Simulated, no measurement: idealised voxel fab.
process module | voxel released beams
cross-section cut | 175 nm wide | cells 5 nm
A cross-section is a grid of square cells, given in bands from the top down. A band is one or more rows of cells.
Each band's line starts with the height of the band's top and of its bottom, in nm. Then come its materials from left to right, each with its width in nm. One material with "throughout" fills the band from edge to edge. "air" is empty space.
Height 0 is the level under which the wafer as received is all one material. The lowest band goes on downwards, as in "0 down".
A width such as "30 to 40" changes by the same amount from each row of cells to the next, from the band's top row to its bottom row.
"no change" after a step means that no cell of the cross-section changed.
closed voids: empty space of 8 cells or more with no open way to the top, each as width x height at its distance from the left edge, in nm
after a step's settings: what the simulator itself notes on the step
overlay nm, on a step with a mask: how far to the right of its planned place the mask lay; to the left if negative
plan
1 op RECEIVE | material Si
2 op CONFORMAL_DEP | material SiN | thk nm 5
3 op DIRECTIONAL_DEP | material SiO2 | thk nm 15
4 op PATTERN | tone open | mask id ANCHOR | material resist | width nm 25 | thk nm 15 | overlay nm 0
5 op DIRECTIONAL_ETCH | etch materials SiO2 | depth nm 15
6 op STRIP | etch materials resist
7 op CONFORMAL_DEP | material W | thk nm 15
8 op DIRECTIONAL_DEP | material aC | thk nm 10
9 op PATTERN | tone cover | mask id BEAM | material resist | width nm 120 | thk nm 25 | overlay nm 0
10 op DIRECTIONAL_ETCH | etch materials aC | depth nm 10
11 op STRIP | etch materials resist
12 op DIRECTIONAL_ETCH | etch materials W | depth nm 15
13 op STRIP | etch materials aC
14 op STRIP | etch materials SiO2
varied across the wafers: width nm of step 4. The plan shows the first wafer's value. All wafers start alike
first wafer as received, after step 1
  0 down: Si throughout
  closed voids: none
each wafer at the end: cells of each material gained (+) or lost (-) since it was received, then its closed voids
width nm 25 | +35 SiN | +87 W | closed voids: none
width nm 30 | +35 SiN | +90 W | closed voids: none
width nm 35 | +35 SiN | +90 W | closed voids: none
width nm 40 | +35 SiN | +90 W | closed voids: none
width nm 45 | +35 SiN | +90 W | closed voids: none
width nm 50 | +35 SiN | +90 W | closed voids: none
